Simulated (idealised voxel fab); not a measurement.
Name of the process module below: voxel wiring stack
Section shown: cut. Width: 215 nm. Cell size: 5 nm, square.
Cross-section spec: square-cell grid; bands listed top down; each band is one or more rows. A band entry consists of two parts. The first gives the height of the band's top and the height of its bottom, in nm. The rest lists the band's materials from left to right, each with its width in nm. A single material labelled with the word "everywhere" fills the band from edge to edge, and the word "air" marks empty space. Height reference: 0 = level under which incoming wafer is all one material. Lowest band: no bottom, runs on downward, e.g. "0 down". It should be noted that a width expressed as "30 to 40" varies in equal increments from row to row of cells within the band, taking the value of the first number at the top row and that of the second number at the bottom row. No cell of the cross-section changed in a step that is given as "no alterations made". Entry "Closed void list" = empty spaces >= 8 cells with no open way to the top; each as width x height at distance, distance from left edge, all nm. On a step's line, text after the settings is the simulator commenting on that step. overlay nm: where the mask lay relative to plan, measured to the right, on steps with a mask; negatives go left. Layout of what follows: cross-section pairs, each bracketing one process step, the after cross-section shown only to the lowest band that changed, the step between and its settings noted under each pair. Pairs may originate in different runs of this module on the same starting wafer; a pair continues from the pair above only where its entry headed "Pre-step geometry" says so.

Pre-step geometry
  65 to 50: SiO2 70, air 25, SiO2 20, air 25, SiO2 75
  50 to 40: SiO2 70, air 15, SiO2 30, air 15, SiO2 85
  40 to 35: SiCN everywhere
  35 to 30: TiN 75, Cu 15, TiN 30, Cu 15, TiN 80
  30 to 15: lowk 70, TiN 5, Cu 15, TiN 5, lowk 20, TiN 5, Cu 15, TiN 5, lowk 75
  15 to 10: SiN 70, TiN 25, SiN 20, TiN 25, SiN 75
  10 to 0: SiO2 everywhere
  0 down: Si everywhere
  Closed void list: none

Post-Step Geometry
  65 to 50: SiO2 70, air 25, SiO2 20, air 25, SiO2 75
  50 to 40: SiO2 70, air 15, SiO2 30, air 15, SiO2 85
  40 to 35: SiCN 70, air 15, SiCN 30, air 15, SiCN 85
  Nothing below the height 35 has changed.
  Closed void list: none
Between the two cross-sections you see above, the step is MASKED_ETCH (tone open; mask id METAL_2; width nm 25; pitch nm 45; etch materials SiCN; depth nm 5; overlay nm 0)

Pre-step geometry: taken from the pair above, after panel.

Post-Step Geometry
  70 to 65: TiN 75, air 15, TiN 30, air 15, TiN 80
  65 to 55: SiO2 70, TiN 5, air 15, TiN 5, SiO2 20, TiN 5, air 15, TiN 5, SiO2 75
  55 to 50: SiO2 70, TiN 5, air 5, TiN 15, SiO2 20, TiN 5, air 5, TiN 15, SiO2 75
  50 to 40: SiO2 70, TiN 5, air 5, TiN 5, SiO2 30, TiN 5, air 5, TiN 5, SiO2 85
  40 to 35: SiCN 70, TiN 15, SiCN 30, TiN 15, SiCN 85
  Nothing below the height 35 has changed.
  Closed void list: none
Between the two cross-sections you see above, the step is CONFORMAL_DEP (material TiN; thk nm 5)

Pre-step geometry: taken from the pair above, after panel.

Post-Step Geometry
  80 to 70: Ru everywhere
  70 to 65: TiN 75, Ru 15, TiN 30, Ru 15, TiN 80
  65 to 55: SiO2 70, TiN 5, Ru 15, TiN 5, SiO2 20, TiN 5, Ru 15, TiN 5, SiO2 75
  55 to 50: SiO2 70, TiN 5, Ru 5, TiN 15, SiO2 20, TiN 5, Ru 5, TiN 15, SiO2 75
  50 to 40: SiO2 70, TiN 5, Ru 5, TiN 5, SiO2 30, TiN 5, Ru 5, TiN 5, SiO2 85
  Nothing below the height 40 has changed.
  Closed void list: none
Between the two cross-sections you see above, the step is FILL_DEP (material Ru; thk nm 10)

Pre-step geometry: taken from the pair above, after panel.

Post-Step Geometry
  65 to 55: SiO2 70, TiN 5, Ru 15, TiN 5, SiO2 20, TiN 5, Ru 15, TiN 5, SiO2 75
  Nothing below the height 55 has changed.
  Closed void list: none
Between the two cross-sections you see above, the step is CMP (height nm 65)

Pre-step geometry: taken from the pair above, after panel.

Post-Step Geometry
  70 to 65: SiCN everywhere
  Nothing below the height 65 has changed.
  Closed void list: none
Between the two cross-sections you see above, the step is CONFORMAL_DEP (material SiCN; thk nm 5)

Pre-step geometry: taken from the pair above, after panel.

Post-Step Geometry
  85 to 70: SiO2 everywhere
  Nothing below the height 70 has changed.
  Closed void list: none
Between the two cross-sections you see above, the step is DIRECTIONAL_DEP (material SiO2; thk nm 15)

Pre-step geometry: taken from the pair above, after panel.

Post-Step Geometry
  85 to 70: SiO2 70, air 15, SiO2 130
  Nothing below the height 70 has changed.
  Closed void list: none
Between the two cross-sections you see above, the step is MASKED_ETCH (tone open; mask id PLUG_2; width nm 15; etch materials SiO2; depth nm 15; overlay nm 0)

Pre-step geometry: taken from the pair above, after panel.

Post-Step Geometry
  85 to 70: SiO2 70, air 15, SiO2 130
  70 to 65: SiCN 70, air 15, SiCN 130
  Nothing below the height 65 has changed.
  Closed void list: none
Between the two cross-sections you see above, the step is MASKED_ETCH (tone open; mask id PLUG_2; width nm 15; etch materials SiCN; depth nm 5; overlay nm 0)

Pre-step geometry: taken from the pair above, after panel.

Post-Step Geometry
  85 to 75: SiO2 70, air 15, SiO2 130
  75 to 70: SiO2 70, Ru 15, SiO2 130
  70 to 65: SiCN 70, Ru 15, SiCN 130
  Nothing below the height 65 has changed.
  Closed void list: none
Between the two cross-sections you see above, the step is EPI (material Ru; thk nm 10)

Pre-step geometry: taken from the pair above, after panel.

Post-Step Geometry
  85 to 70: SiO2 70, Ru 15, SiO2 130
  Nothing below the height 70 has changed.
  Closed void list: none
Between the two cross-sections you see above, the step is EPI (material Ru; thk nm 10)

Pre-step geometry: taken from the pair above, after panel.

Post-Step Geometry
  90 to 85: TiN everywhere
  Nothing below the height 85 has changed.
  Closed void list: none
Between the two cross-sections you see above, the step is DIRECTIONAL_DEP (material TiN; thk nm 5)

Pre-step geometry: taken from the pair above, after panel.

Post-Step Geometry
  110 to 90: Ru everywhere
  Nothing below the height 90 has changed.
  Closed void list: none
Between the two cross-sections you see above, the step is DIRECTIONAL_DEP (material Ru; thk nm 20)

Pre-step geometry: taken from the pair above, after panel.

Post-Step Geometry
  120 to 110: aC everywhere
  Nothing below the height 110 has changed.
  Closed void list: none
Between the two cross-sections you see above, the step is DIRECTIONAL_DEP (material aC; thk nm 10)

Pre-step geometry: taken from the pair above, after panel.

Post-Step Geometry
  145 to 120: air 70, resist 25, air 20, resist 25, air 75
  Nothing below the height 120 has changed.
  Closed void list: none
Between the two cross-sections you see above, the step is PATTERN (tone cover; mask id METAL_3; material resist; width nm 25; pitch nm 45; thk nm 25; overlay nm 0)

Pre-step geometry: taken from the pair above, after panel.

Post-Step Geometry
  135 to 120: air 70, resist 25, air 20, resist 25, air 75
  120 to 110: air 70, aC 25, air 20, aC 25, air 75
  Nothing below the height 110 has changed.
  Closed void list: none
Between the two cross-sections you see above, the step is DIRECTIONAL_ETCH (etch materials aC; depth nm 10)

Pre-step geometry: taken from the pair above, after panel.

Post-Step Geometry
  120 to 110: air 70, aC 25, air 20, aC 25, air 75
  Nothing below the height 110 has changed.
  Closed void list: none
Between the two cross-sections you see above, the step is STRIP (etch materials resist)

Pre-step geometry: taken from the pair above, after panel.

Post-Step Geometry
  120 to 110: air 70, aC 25, air 20, aC 25, air 75
  110 to 90: air 70, Ru 25, air 20, Ru 25, air 75
  Nothing below the height 90 has changed.
  Closed void list: none
Between the two cross-sections you see above, the step is DIRECTIONAL_ETCH (etch materials Ru; depth nm 20)

Pre-step geometry: taken from the pair above, after panel.

Post-Step Geometry
  120 to 110: air 70, aC 25, air 20, aC 25, air 75
  110 to 90: air 70, Ru 25, air 20, Ru 25, air 75
  90 to 85: air 70, TiN 25, air 20, TiN 25, air 75
  Nothing below the height 85 has changed.
  Closed void list: none
Between the two cross-sections you see above, the step is DIRECTIONAL_ETCH (etch materials TiN; depth nm 5)

Pre-step geometry: taken from the pair above, after panel.

Post-Step Geometry
  110 to 90: air 70, Ru 25, air 20, Ru 25, air 75
  Nothing below the height 90 has changed.
  Closed void list: none
Between the two cross-sections you see above, the step is STRIP (etch materials aC)

Pre-step geometry: taken from the pair above, after panel.

Post-Step Geometry
  115 to 110: SiO2 everywhere
  110 to 90: SiO2 70, Ru 25, SiO2 20, Ru 25, SiO2 75
  90 to 85: SiO2 70, TiN 25, SiO2 20, TiN 25, SiO2 75
  Nothing below the height 85 has changed.
  Closed void list: none
Between the two cross-sections you see above, the step is FILL_DEP (material SiO2; thk nm 5)

Pre-step geometry: taken from the pair above, after panel.

Post-Step Geometry
  110 to 90: SiO2 70, Ru 25, SiO2 20, Ru 25, SiO2 75
  Nothing below the height 90 has changed.
  Closed void list: none
Between the two cross-sections you see above, the step is CMP (height nm 110)

Pre-step geometry: taken from the pair above, after panel.

Post-Step Geometry
  115 to 110: SiCN everywhere
  Nothing below the height 110 has changed.
  Closed void list: none
Between the two cross-sections you see above, the step is CONFORMAL_DEP (material SiCN; thk nm 5)

Pre-step geometry: taken from the pair above, after panel.

Post-Step Geometry
  140 to 115: lowk everywhere
  Nothing below the height 115 has changed.
  Closed void list: none
Between the two cross-sections you see above, the step is DIRECTIONAL_DEP (material lowk; thk nm 25)

Pre-step geometry: taken from the pair above, after panel.

Post-Step Geometry
  140 to 125: lowk 70, air 25, lowk 20, air 25, lowk 75
  Nothing below the height 125 has changed.
  Closed void list: none
Between the two cross-sections you see above, the step is MASKED_ETCH (tone open; mask id METAL_4; width nm 25; pitch nm 45; etch materials lowk; depth nm 15; overlay nm 0)

Pre-step geometry: taken from the pair above, after panel.

Post-Step Geometry
  155 to 140: aC 70, air 25, aC 20, air 25, aC 75
  140 to 125: lowk 70, aC 25, lowk 20, aC 25, lowk 75
  Nothing below the height 125 has changed.
  Closed void list: none
Between the two cross-sections you see above, the step is DIRECTIONAL_DEP (material aC; thk nm 15)

Pre-step geometry: taken from the pair above, after panel.

Post-Step Geometry
  190 to 155: resist 70, air 15, resist 130
  155 to 140: aC 70, air 15, resist 10, aC 20, resist 25, aC 75
  Nothing below the height 140 has changed.
  Closed void list: none
Between the two cross-sections you see above, the step is PATTERN (tone open; mask id METAL_4_HOLES; material resist; width nm 15; thk nm 35; overlay nm 0)

Pre-step geometry: taken from the pair above, after panel.

Post-Step Geometry
  175 to 155: resist 70, air 15, resist 130
  155 to 140: aC 70, air 15, resist 10, aC 20, resist 25, aC 75
  140 to 125: lowk 70, air 15, aC 10, lowk 20, aC 25, lowk 75
  Nothing below the height 125 has changed.
  Closed void list: none
Between the two cross-sections you see above, the step is DIRECTIONAL_ETCH (etch materials aC; depth nm 15)

Pre-step geometry: taken from the pair above, after panel.

Post-Step Geometry
  155 to 140: aC 70, air 25, aC 20, air 25, aC 75
  Nothing below the height 140 has changed.
  Closed void list: none
Between the two cross-sections you see above, the step is STRIP (etch materials resist)

Pre-step geometry: taken from the pair above, after panel.

Post-Step Geometry
  155 to 140: aC 70, air 25, aC 20, air 25, aC 75
  140 to 125: lowk 70, air 15, aC 10, lowk 20, aC 25, lowk 75
  125 to 115: lowk 70, air 15, lowk 130
  Nothing below the height 115 has changed.
  Closed void list: none
Between the two cross-sections you see above, the step is DIRECTIONAL_ETCH (etch materials lowk; depth nm 10)

Pre-step geometry: taken from the pair above, after panel.

Post-Step Geometry
  155 to 140: aC 70, air 25, aC 20, air 25, aC 75
  140 to 125: lowk 70, air 15, aC 10, lowk 20, aC 25, lowk 75
  125 to 115: lowk 70, air 15, lowk 130
  115 to 110: SiCN 70, air 15, SiCN 130
  Nothing below the height 110 has changed.
  Closed void list: none
Between the two cross-sections you see above, the step is DIRECTIONAL_ETCH (etch materials SiCN; depth nm 5)

Pre-step geometry: taken from the pair above, after panel.

Post-Step Geometry
  140 to 125: lowk 70, air 25, lowk 20, air 25, lowk 75
  Nothing below the height 125 has changed.
  Closed void list: none
Between the two cross-sections you see above, the step is STRIP (etch materials aC)

Pre-step geometry: taken from the pair above, after panel.

Post-Step Geometry
  145 to 140: TiN 75, air 15, TiN 30, air 15, TiN 80
  140 to 130: lowk 70, TiN 5, air 15, TiN 5, lowk 20, TiN 5, air 15, TiN 5, lowk 75
  130 to 125: lowk 70, TiN 5, air 5, TiN 15, lowk 20, TiN 25, lowk 75
  125 to 115: lowk 70, TiN 5, air 5, TiN 5, lowk 130
  115 to 110: SiCN 70, TiN 15, SiCN 130
  Nothing below the height 110 has changed.
  Closed void list: none
Between the two cross-sections you see above, the step is CONFORMAL_DEP (material TiN; thk nm 5)

Pre-step geometry: taken from the pair above, after panel.

Post-Step Geometry
  155 to 145: Cu everywhere
  145 to 140: TiN 75, Cu 15, TiN 30, Cu 15, TiN 80
  140 to 130: lowk 70, TiN 5, Cu 15, TiN 5, lowk 20, TiN 5, Cu 15, TiN 5, lowk 75
  130 to 125: lowk 70, TiN 5, Cu 5, TiN 15, lowk 20, TiN 25, lowk 75
  125 to 115: lowk 70, TiN 5, Cu 5, TiN 5, lowk 130
  Nothing below the height 115 has changed.
  Closed void list: none
Between the two cross-sections you see above, the step is FILL_DEP (material Cu; thk nm 10)

Pre-step geometry: taken from the pair above, after panel.

Post-Step Geometry
  140 to 130: lowk 70, TiN 5, Cu 15, TiN 5, lowk 20, TiN 5, Cu 15, TiN 5, lowk 75
  Nothing below the height 130 has changed.
  Closed void list: none
Between the two cross-sections you see above, the step is CMP (height nm 140)

Pre-step geometry: taken from the pair above, after panel.

Post-Step Geometry
  145 to 140: SiCN everywhere
  Nothing below the height 140 has changed.
  Closed void list: none
Between the two cross-sections you see above, the step is CONFORMAL_DEP (material SiCN; thk nm 5)

Pre-step geometry
  120 to 110: aC everywhere
  110 to 90: Ru everywhere
  90 to 85: TiN everywhere
  85 to 70: SiO2 70, Ru 15, SiO2 130
  70 to 65: SiCN 70, Ru 15, SiCN 130
  65 to 55: SiO2 70, TiN 5, Ru 15, TiN 5, SiO2 20, TiN 5, Ru 15, TiN 5, SiO2 75
  55 to 50: SiO2 70, TiN 5, Ru 5, TiN 15, SiO2 20, TiN 5, Ru 5, TiN 15, SiO2 75
  50 to 40: SiO2 70, TiN 5, Ru 5, TiN 5, SiO2 30, TiN 5, Ru 5, TiN 5, SiO2 85
  40 to 35: SiCN 70, TiN 15, SiCN 30, TiN 15, SiCN 85
  35 to 20: lowk 70, TiN 5, Cu 15, TiN 5, lowk 20, TiN 5, Cu 15, TiN 5, lowk 75
  20 to 15: SiN 70, TiN 25, SiN 20, TiN 25, SiN 75
  15 to 0: SiO2 everywhere
  0 down: Si everywhere
  Closed void list: none

Post-Step Geometry
  145 to 120: air 75, resist 15, air 30, resist 15, air 80
  Nothing below the height 120 has changed.
  Closed void list: none
Between the two cross-sections you see above, the step is PATTERN (tone cover; mask id METAL_3; material resist; width nm 15; pitch nm 45; thk nm 25; overlay nm 0)

Pre-step geometry: taken from the pair above, after panel.

Post-Step Geometry
  135 to 120: air 75, resist 15, air 30, resist 15, air 80
  120 to 110: air 75, aC 15, air 30, aC 15, air 80
  Nothing below the height 110 has changed.
  Closed void list: none
Between the two cross-sections you see above, the step is DIRECTIONAL_ETCH (etch materials aC; depth nm 10)

Pre-step geometry: taken from the pair above, after panel.

Post-Step Geometry
  120 to 110: air 75, aC 15, air 30, aC 15, air 80
  Nothing below the height 110 has changed.
  Closed void list: none
Between the two cross-sections you see above, the step is STRIP (etch materials resist)

Pre-step geometry: taken from the pair above, after panel.

Post-Step Geometry
  120 to 110: air 75, aC 15, air 30, aC 15, air 80
  110 to 90: air 75, Ru 15, air 30, Ru 15, air 80
  Nothing below the height 90 has changed.
  Closed void list: none
Between the two cross-sections you see above, the step is DIRECTIONAL_ETCH (etch materials Ru; depth nm 20)

Pre-step geometry: taken from the pair above, after panel.

Post-Step Geometry
  120 to 110: air 75, aC 15, air 30, aC 15, air 80
  110 to 90: air 75, Ru 15, air 30, Ru 15, air 80
  90 to 85: air 75, TiN 15, air 30, TiN 15, air 80
  Nothing below the height 85 has changed.
  Closed void list: none
Between the two cross-sections you see above, the step is DIRECTIONAL_ETCH (etch materials TiN; depth nm 5)

Pre-step geometry: taken from the pair above, after panel.

Post-Step Geometry
  110 to 90: air 75, Ru 15, air 30, Ru 15, air 80
  Nothing below the height 90 has changed.
  Closed void list: none
Between the two cross-sections you see above, the step is STRIP (etch materials aC)

Pre-step geometry: taken from the pair above, after panel.

Post-Step Geometry
  115 to 110: SiO2 everywhere
  110 to 90: SiO2 75, Ru 15, SiO2 30, Ru 15, SiO2 80
  90 to 85: SiO2 75, TiN 15, SiO2 30, TiN 15, SiO2 80
  Nothing below the height 85 has changed.
  Closed void list: none
Between the two cross-sections you see above, the step is FILL_DEP (material SiO2; thk nm 5)

Pre-step geometry: taken from the pair above, after panel.

Post-Step Geometry
  110 to 90: SiO2 75, Ru 15, SiO2 30, Ru 15, SiO2 80
  Nothing below the height 90 has changed.
  Closed void list: none
Between the two cross-sections you see above, the step is CMP (height nm 110)

Pre-step geometry: taken from the pair above, after panel.

Post-Step Geometry
  115 to 110: SiCN everywhere
  Nothing below the height 110 has changed.
  Closed void list: none
Between the two cross-sections you see above, the step is CONFORMAL_DEP (material SiCN; thk nm 5)

Pre-step geometry: taken from the pair above, after panel.

Post-Step Geometry
  140 to 115: lowk everywhere
  Nothing below the height 115 has changed.
  Closed void list: none
Between the two cross-sections you see above, the step is DIRECTIONAL_DEP (material lowk; thk nm 25)

Pre-step geometry: taken from the pair above, after panel.

Post-Step Geometry
  140 to 125: lowk 70, air 25, lowk 20, air 25, lowk 75
  Nothing below the height 125 has changed.
  Closed void list: none
Between the two cross-sections you see above, the step is MASKED_ETCH (tone open; mask id METAL_4; width nm 25; pitch nm 45; etch materials lowk; depth nm 15; overlay nm 0)

Pre-step geometry: taken from the pair above, after panel.

Post-Step Geometry
  155 to 140: aC 70, air 25, aC 20, air 25, aC 75
  140 to 125: lowk 70, aC 25, lowk 20, aC 25, lowk 75
  Nothing below the height 125 has changed.
  Closed void list: none
Between the two cross-sections you see above, the step is DIRECTIONAL_DEP (material aC; thk nm 15)

Pre-step geometry: taken from the pair above, after panel.

Post-Step Geometry
  190 to 155: resist 70, air 15, resist 130
  155 to 140: aC 70, air 15, resist 10, aC 20, resist 25, aC 75
  Nothing below the height 140 has changed.
  Closed void list: none
Between the two cross-sections you see above, the step is PATTERN (tone open; mask id METAL_4_HOLES; material resist; width nm 15; thk nm 35; overlay nm 0)

Pre-step geometry: taken from the pair above, after panel.

Post-Step Geometry
  175 to 155: resist 70, air 15, resist 130
  155 to 140: aC 70, air 15, resist 10, aC 20, resist 25, aC 75
  140 to 125: lowk 70, air 15, aC 10, lowk 20, aC 25, lowk 75
  Nothing below the height 125 has changed.
  Closed void list: none
Between the two cross-sections you see above, the step is DIRECTIONAL_ETCH (etch materials aC; depth nm 15)

Pre-step geometry: taken from the pair above, after panel.

Post-Step Geometry
  155 to 140: aC 70, air 25, aC 20, air 25, aC 75
  Nothing below the height 140 has changed.
  Closed void list: none
Between the two cross-sections you see above, the step is STRIP (etch materials resist)

Pre-step geometry: taken from the pair above, after panel.

Post-Step Geometry
  155 to 140: aC 70, air 25, aC 20, air 25, aC 75
  140 to 125: lowk 70, air 15, aC 10, lowk 20, aC 25, lowk 75
  125 to 115: lowk 70, air 15, lowk 130
  Nothing below the height 115 has changed.
  Closed void list: none
Between the two cross-sections you see above, the step is DIRECTIONAL_ETCH (etch materials lowk; depth nm 10)

Pre-step geometry: taken from the pair above, after panel.

Post-Step Geometry
  155 to 140: aC 70, air 25, aC 20, air 25, aC 75
  140 to 125: lowk 70, air 15, aC 10, lowk 20, aC 25, lowk 75
  125 to 115: lowk 70, air 15, lowk 130
  115 to 110: SiCN 70, air 15, SiCN 130
  Nothing below the height 110 has changed.
  Closed void list: none
Between the two cross-sections you see above, the step is DIRECTIONAL_ETCH (etch materials SiCN; depth nm 5)

Pre-step geometry: taken from the pair above, after panel.

Post-Step Geometry
  140 to 125: lowk 70, air 25, lowk 20, air 25, lowk 75
  Nothing below the height 125 has changed.
  Closed void list: none
Between the two cross-sections you see above, the step is STRIP (etch materials aC)

Pre-step geometry: taken from the pair above, after panel.

Post-Step Geometry
  145 to 140: TiN 75, air 15, TiN 30, air 15, TiN 80
  140 to 130: lowk 70, TiN 5, air 15, TiN 5, lowk 20, TiN 5, air 15, TiN 5, lowk 75
  130 to 125: lowk 70, TiN 5, air 5, TiN 15, lowk 20, TiN 25, lowk 75
  125 to 115: lowk 70, TiN 5, air 5, TiN 5, lowk 130
  115 to 110: SiCN 70, TiN 15, SiCN 130
  Nothing below the height 110 has changed.
  Closed void list: none
Between the two cross-sections you see above, the step is CONFORMAL_DEP (material TiN; thk nm 5)

Pre-step geometry: taken from the pair above, after panel.

Post-Step Geometry
  155 to 145: Cu everywhere
  145 to 140: TiN 75, Cu 15, TiN 30, Cu 15, TiN 80
  140 to 130: lowk 70, TiN 5, Cu 15, TiN 5, lowk 20, TiN 5, Cu 15, TiN 5, lowk 75
  130 to 125: lowk 70, TiN 5, Cu 5, TiN 15, lowk 20, TiN 25, lowk 75
  125 to 115: lowk 70, TiN 5, Cu 5, TiN 5, lowk 130
  Nothing below the height 115 has changed.
  Closed void list: none
Between the two cross-sections you see above, the step is FILL_DEP (material Cu; thk nm 10)

Pre-step geometry: taken from the pair above, after panel.

Post-Step Geometry
  140 to 130: lowk 70, TiN 5, Cu 15, TiN 5, lowk 20, TiN 5, Cu 15, TiN 5, lowk 75
  Nothing below the height 130 has changed.
  Closed void list: none
Between the two cross-sections you see above, the step is CMP (height nm 140)

Pre-step geometry: taken from the pair above, after panel.

Post-Step Geometry
  145 to 140: SiCN everywhere
  Nothing below the height 140 has changed.
  Closed void list: none
Between the two cross-sections you see above, the step is CONFORMAL_DEP (material SiCN; thk nm 5)

Pre-step geometry
  140 to 115: lowk everywhere
  115 to 110: SiCN everywhere
  110 to 90: SiO2 70, Ru 25, SiO2 20, Ru 25, SiO2 75
  90 to 85: SiO2 70, TiN 25, SiO2 20, TiN 25, SiO2 75
  85 to 70: SiO2 70, Ru 15, SiO2 130
  70 to 65: SiCN 70, Ru 15, SiCN 130
  65 to 55: SiO2 70, TiN 5, Ru 15, TiN 5, SiO2 20, TiN 5, Ru 15, TiN 5, SiO2 75
  55 to 50: SiO2 70, TiN 5, Ru 5, TiN 15, SiO2 20, TiN 5, Ru 5, TiN 15, SiO2 75
  50 to 40: SiO2 70, TiN 5, Ru 5, TiN 5, SiO2 30, TiN 5, Ru 5, TiN 5, SiO2 85
  40 to 35: SiCN 70, TiN 15, SiCN 30, TiN 15, SiCN 85
  35 to 20: lowk 70, TiN 5, Cu 15, TiN 5, lowk 20, TiN 5, Cu 15, TiN 5, lowk 75
  20 to 15: SiN 70, TiN 25, SiN 20, TiN 25, SiN 75
  15 to 0: SiO2 everywhere
  0 down: Si everywhere
  Closed void list: none

Post-Step Geometry
  140 to 125: lowk 65, air 25, lowk 20, air 25, lowk 80
  Nothing below the height 125 has changed.
  Closed void list: none
Between the two cross-sections you see above, the step is MASKED_ETCH (tone open; mask id METAL_4; width nm 25; pitch nm 45; etch materials lowk; depth nm 15; overlay nm -5)

Pre-step geometry: taken from the pair above, after panel.

Post-Step Geometry
  155 to 140: aC 65, air 25, aC 20, air 25, aC 80
  140 to 125: lowk 65, aC 25, lowk 20, aC 25, lowk 80
  Nothing below the height 125 has changed.
  Closed void list: none
Between the two cross-sections you see above, the step is DIRECTIONAL_DEP (material aC; thk nm 15)

Pre-step geometry: taken from the pair above, after panel.

Post-Step Geometry
  190 to 155: resist 70, air 15, resist 130
  155 to 140: aC 65, resist 5, air 15, resist 5, aC 20, resist 25, aC 80
  Nothing below the height 140 has changed.
  Closed void list: none
Between the two cross-sections you see above, the step is PATTERN (tone open; mask id METAL_4_HOLES; material resist; width nm 15; thk nm 35; overlay nm 0)

Pre-step geometry: taken from the pair above, after panel.

Post-Step Geometry
  175 to 155: resist 70, air 15, resist 130
  155 to 140: aC 65, resist 5, air 15, resist 5, aC 20, resist 25, aC 80
  140 to 125: lowk 65, aC 5, air 15, aC 5, lowk 20, aC 25, lowk 80
  Nothing below the height 125 has changed.
  Closed void list: none
Between the two cross-sections you see above, the step is DIRECTIONAL_ETCH (etch materials aC; depth nm 15)

Pre-step geometry: taken from the pair above, after panel.

Post-Step Geometry
  155 to 140: aC 65, air 25, aC 20, air 25, aC 80
  Nothing below the height 140 has changed.
  Closed void list: none
Between the two cross-sections you see above, the step is STRIP (etch materials resist)

Pre-step geometry: taken from the pair above, after panel.

Post-Step Geometry
  155 to 140: aC 65, air 25, aC 20, air 25, aC 80
  140 to 125: lowk 65, aC 5, air 15, aC 5, lowk 20, aC 25, lowk 80
  125 to 115: lowk 70, air 15, lowk 130
  Nothing below the height 115 has changed.
  Closed void list: none
Between the two cross-sections you see above, the step is DIRECTIONAL_ETCH (etch materials lowk; depth nm 10)

Pre-step geometry: taken from the pair above, after panel.

Post-Step Geometry
  155 to 140: aC 65, air 25, aC 20, air 25, aC 80
  140 to 125: lowk 65, aC 5, air 15, aC 5, lowk 20, aC 25, lowk 80
  125 to 115: lowk 70, air 15, lowk 130
  115 to 110: SiCN 70, air 15, SiCN 130
  Nothing below the height 110 has changed.
  Closed void list: none
Between the two cross-sections you see above, the step is DIRECTIONAL_ETCH (etch materials SiCN; depth nm 5)

Pre-step geometry: taken from the pair above, after panel.

Post-Step Geometry
  140 to 125: lowk 65, air 25, lowk 20, air 25, lowk 80
  Nothing below the height 125 has changed.
  Closed void list: none
Between the two cross-sections you see above, the step is STRIP (etch materials aC)

Pre-step geometry: taken from the pair above, after panel.

Post-Step Geometry
  145 to 140: TiN 70, air 15, TiN 30, air 15, TiN 85
  140 to 130: lowk 65, TiN 5, air 15, TiN 5, lowk 20, TiN 5, air 15, TiN 5, lowk 80
  130 to 125: lowk 65, TiN 10, air 5, TiN 10, lowk 20, TiN 25, lowk 80
  125 to 115: lowk 70, TiN 5, air 5, TiN 5, lowk 130
  115 to 110: SiCN 70, TiN 15, SiCN 130
  Nothing below the height 110 has changed.
  Closed void list: none
Between the two cross-sections you see above, the step is CONFORMAL_DEP (material TiN; thk nm 5)

Pre-step geometry: taken from the pair above, after panel.

Post-Step Geometry
  155 to 145: Cu everywhere
  145 to 140: TiN 70, Cu 15, TiN 30, Cu 15, TiN 85
  140 to 130: lowk 65, TiN 5, Cu 15, TiN 5, lowk 20, TiN 5, Cu 15, TiN 5, lowk 80
  130 to 125: lowk 65, TiN 10, Cu 5, TiN 10, lowk 20, TiN 25, lowk 80
  125 to 115: lowk 70, TiN 5, Cu 5, TiN 5, lowk 130
  Nothing below the height 115 has changed.
  Closed void list: none
Between the two cross-sections you see above, the step is FILL_DEP (material Cu; thk nm 10)

Pre-step geometry: taken from the pair above, after panel.

Post-Step Geometry
  140 to 130: lowk 65, TiN 5, Cu 15, TiN 5, lowk 20, TiN 5, Cu 15, TiN 5, lowk 80
  Nothing below the height 130 has changed.
  Closed void list: none
Between the two cross-sections you see above, the step is CMP (height nm 140)

Pre-step geometry: taken from the pair above, after panel.

Post-Step Geometry
  145 to 140: SiCN everywhere
  Nothing below the height 140 has changed.
  Closed void list: none
Between the two cross-sections you see above, the step is CONFORMAL_DEP (material SiCN; thk nm 5)

Pre-step geometry
  110 to 90: air 70, Ru 25, air 20, Ru 25, air 75
  90 to 85: air 70, TiN 25, air 20, TiN 25, air 75
  85 to 70: SiO2 70, Ru 15, SiO2 130
  70 to 65: SiCN 70, Ru 15, SiCN 130
  65 to 55: SiO2 70, TiN 5, Ru 15, TiN 5, SiO2 20, TiN 5, Ru 15, TiN 5, SiO2 75
  55 to 50: SiO2 70, TiN 5, Ru 5, TiN 15, SiO2 20, TiN 5, Ru 5, TiN 15, SiO2 75
  50 to 40: SiO2 70, TiN 5, Ru 5, TiN 5, SiO2 30, TiN 5, Ru 5, TiN 5, SiO2 85
  40 to 35: SiCN 70, TiN 15, SiCN 30, TiN 15, SiCN 85
  35 to 20: lowk 70, TiN 5, Cu 15, TiN 5, lowk 20, TiN 5, Cu 15, TiN 5, lowk 75
  20 to 15: SiN 70, TiN 25, SiN 20, TiN 25, SiN 75
  15 to 0: SiO2 everywhere
  0 down: Si everywhere
  Closed void list: none

Post-Step Geometry
  115 to 110: TiN everywhere
  110 to 90: TiN 70, Ru 25, TiN 20, Ru 25, TiN 75
  90 to 85: TiN everywhere
  Nothing below the height 85 has changed.
  Closed void list: none
Between the two cross-sections you see above, the step is FILL_DEP (material TiN; thk nm 5)

Pre-step geometry: taken from the pair above, after panel.

Post-Step Geometry
  110 to 90: TiN 70, Ru 25, TiN 20, Ru 25, TiN 75
  Nothing below the height 90 has changed.
  Closed void list: none
Between the two cross-sections you see above, the step is CMP (height nm 110)

Pre-step geometry: taken from the pair above, after panel.

Post-Step Geometry
  115 to 110: SiCN everywhere
  Nothing below the height 110 has changed.
  Closed void list: none
Between the two cross-sections you see above, the step is CONFORMAL_DEP (material SiCN; thk nm 5)

Pre-step geometry: taken from the pair above, after panel.

Post-Step Geometry
  140 to 115: lowk everywhere
  Nothing below the height 115 has changed.
  Closed void list: none
Between the two cross-sections you see above, the step is DIRECTIONAL_DEP (material lowk; thk nm 25)

Pre-step geometry: taken from the pair above, after panel.

Post-Step Geometry
  140 to 125: lowk 70, air 25, lowk 20, air 25, lowk 75
  Nothing below the height 125 has changed.
  Closed void list: none
Between the two cross-sections you see above, the step is MASKED_ETCH (tone open; mask id METAL_4; width nm 25; pitch nm 45; etch materials lowk; depth nm 15; overlay nm 0)

Pre-step geometry: taken from the pair above, after panel.

Post-Step Geometry
  155 to 140: aC 70, air 25, aC 20, air 25, aC 75
  140 to 125: lowk 70, aC 25, lowk 20, aC 25, lowk 75
  Nothing below the height 125 has changed.
  Closed void list: none
Between the two cross-sections you see above, the step is DIRECTIONAL_DEP (material aC; thk nm 15)

Pre-step geometry: taken from the pair above, after panel.

Post-Step Geometry
  190 to 155: resist 70, air 15, resist 130
  155 to 140: aC 70, air 15, resist 10, aC 20, resist 25, aC 75
  Nothing below the height 140 has changed.
  Closed void list: none
Between the two cross-sections you see above, the step is PATTERN (tone open; mask id METAL_4_HOLES; material resist; width nm 15; thk nm 35; overlay nm 0)
